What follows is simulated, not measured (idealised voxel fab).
The name of this process module is voxel wiring stack.
Square cell edge 5 nm, section width 300 nm, ID cut.
Cross-section format: a grid of square cells, given as bands from top to bottom; each band is one or more rows of cells. Basically the band line says how high the top is and how high the bottom is, in nm, and then what's in it from left to right, every material with its width in nm. Empty space shows up as "blank", and if a single material carries "full width" it runs the full band edge to edge. Where do heights start? At 0: under that level the wafer as delivered is made of one material only. And the lowest band has no floor; it just carries on downward, as in "0 down". Per-row width for "30->40": begins at first number (top row of band), ends at second number (bottom row), increment between rows held constant. No cell of the cross-section changed in a step that is given as "remains unaltered". "Fully sealed voids" lists enclosed empty spaces (at least 8 cells, no open path upward to the top), each as width x height at distance from the left edge, in nm. The remark found on a step's line after its settings is issued by the simulator itself and pertains to that step. The "overlay nm" setting may appear on a step's line; for a step that uses a mask, it gives how far to the right of its planned position the mask lay, and a negative value indicates the left.
The steps planned for the process are as follows
step 1: op RECEIVE | material Si
step 2: op CONFORMAL_DEP | material SiO2 | thk nm 15
step 3: op DIRECTIONAL_DEP | material TiN | thk nm 5
step 4: op DIRECTIONAL_DEP | material Ru | thk nm 25
step 5: op PATTERN | tone cover | mask id METAL_1 | material resist | width nm 30 | pitch nm 45 | thk nm 20 | overlay nm 0
step 6: op DIRECTIONAL_ETCH | etch materials Ru | depth nm 25
step 7: op DIRECTIONAL_ETCH | etch materials TiN | depth nm 5
step 8: op STRIP | etch materials resist
step 9: op CONFORMAL_DEP | material SiN | thk nm 5
step 10: op FILL_DEP | material lowk | thk nm 10
step 11: op CMP | height nm 45
step 12: op CONFORMAL_DEP | material SiCN | thk nm 5
step 13: op DIRECTIONAL_DEP | material lowk | thk nm 30
step 14: op MASKED_ETCH | tone open | mask id METAL_2_HOLES | width nm 15 | pitch nm 45 | etch materials lowk | depth nm 30 | overlay nm 0
step 15: op MASKED_ETCH | tone open | mask id METAL_2 | width nm 30 | pitch nm 45 | etch materials lowk | depth nm 15 | overlay nm 0
step 16: op MASKED_ETCH | tone open | mask id METAL_2 | width nm 30 | pitch nm 45 | etch materials SiCN | depth nm 5 | overlay nm 0
step 17: op CONFORMAL_DEP | material TiN | thk nm 5
step 18: op FILL_DEP | material Cu | thk nm 10
step 19: op CMP | height nm 80
step 20: op CONFORMAL_DEP | material SiCN | thk nm 5
step 21: op DIRECTIONAL_DEP | material SiO2 | thk nm 30
step 22: op PATTERN | tone open | mask id METAL_3 | material resist | width nm 30 | pitch nm 45 | thk nm 20 | overlay nm 0
step 23: op DIRECTIONAL_ETCH | etch materials SiO2 | depth nm 15
step 24: op STRIP | etch materials resist
step 25: op MASKED_ETCH | tone open | mask id METAL_3_HOLES | width nm 15 | pitch nm 45 | etch materials SiO2 | depth nm 15 | overlay nm 0
step 26: op MASKED_ETCH | tone open | mask id METAL_3_HOLES | width nm 15 | pitch nm 45 | etch materials SiCN | depth nm 5 | overlay nm 0
step 27: op CONFORMAL_DEP | material TiN | thk nm 5
step 28: op FILL_DEP | material Cu | thk nm 10
step 29: op CMP | height nm 115
step 30: op CONFORMAL_DEP | material SiN | thk nm 5
As received, after step 1
  0 down | Si full width
  Fully sealed voids: none
Look at the cross-section after the module: the wafer started out the way shown above and the plan was the one shown above, yet one mistake was made along the way
  120 to 115 | SiN full width
  115 to 105 | SiO2 (65), TiN (5), Cu (20), TiN (5), SiO2 (15), TiN (5), Cu (20), TiN (5), SiO2 (15), TiN (5), Cu (20), TiN (5), SiO2 (15), TiN (5), Cu (20), TiN (5), SiO2 (70)
  105 to 100 | SiO2 (65), TiN (5), Cu (5), TiN (20), SiO2 (15), TiN (5), Cu (5), TiN (20), SiO2 (15), TiN (5), Cu (5), TiN (20), SiO2 (15), TiN (5), Cu (5), TiN (20), SiO2 (70)
  100 to 85 | SiO2 (65), TiN (5), Cu (5), TiN (5), SiO2 (30), TiN (5), Cu (5), TiN (5), SiO2 (30), TiN (5), Cu (5), TiN (5), SiO2 (30), TiN (5), Cu (5), TiN (5), SiO2 (85)
  85 to 80 | SiCN (65), TiN (15), SiCN (30), TiN (15), SiCN (30), TiN (15), SiCN (30), TiN (15), SiCN (85)
  80 to 70 | lowk (65), TiN (5), Cu (20), TiN (5), lowk (15), TiN (5), Cu (20), TiN (5), lowk (15), TiN (5), Cu (20), TiN (5), lowk (15), TiN (5), Cu (20), TiN (5), lowk (70)
  70 to 65 | lowk (65), TiN (5), Cu (5), TiN (20), lowk (15), TiN (5), Cu (5), TiN (20), lowk (15), TiN (5), Cu (5), TiN (20), lowk (15), TiN (5), Cu (5), TiN (20), lowk (70)
  65 to 50 | lowk (65), TiN (5), Cu (5), TiN (5), lowk (30), TiN (5), Cu (5), TiN (5), lowk (30), TiN (5), Cu (5), TiN (5), lowk (30), TiN (5), Cu (5), TiN (5), lowk (85)
  50 to 45 | SiCN (65), TiN (15), SiCN (30), TiN (15), SiCN (30), TiN (15), SiCN (30), TiN (15), SiCN (85)
  45 to 25 | lowk (60), SiN (5), Ru (30), SiN (5), lowk (5), SiN (5), Ru (30), SiN (5), lowk (5), SiN (5), Ru (30), SiN (5), lowk (5), SiN (5), Ru (30), SiN (5), lowk (65)
  25 to 20 | SiN (65), Ru (30), SiN (15), Ru (30), SiN (15), Ru (30), SiN (15), Ru (30), SiN (70)
  20 to 5 | SiO2 full width
  5 to 0 | TiN full width
  0 down | Si full width
  Fully sealed voids: none
Finding, execution versus plan: so 2 and 3 got swapped relative to the plan, each ran where the other was supposed to
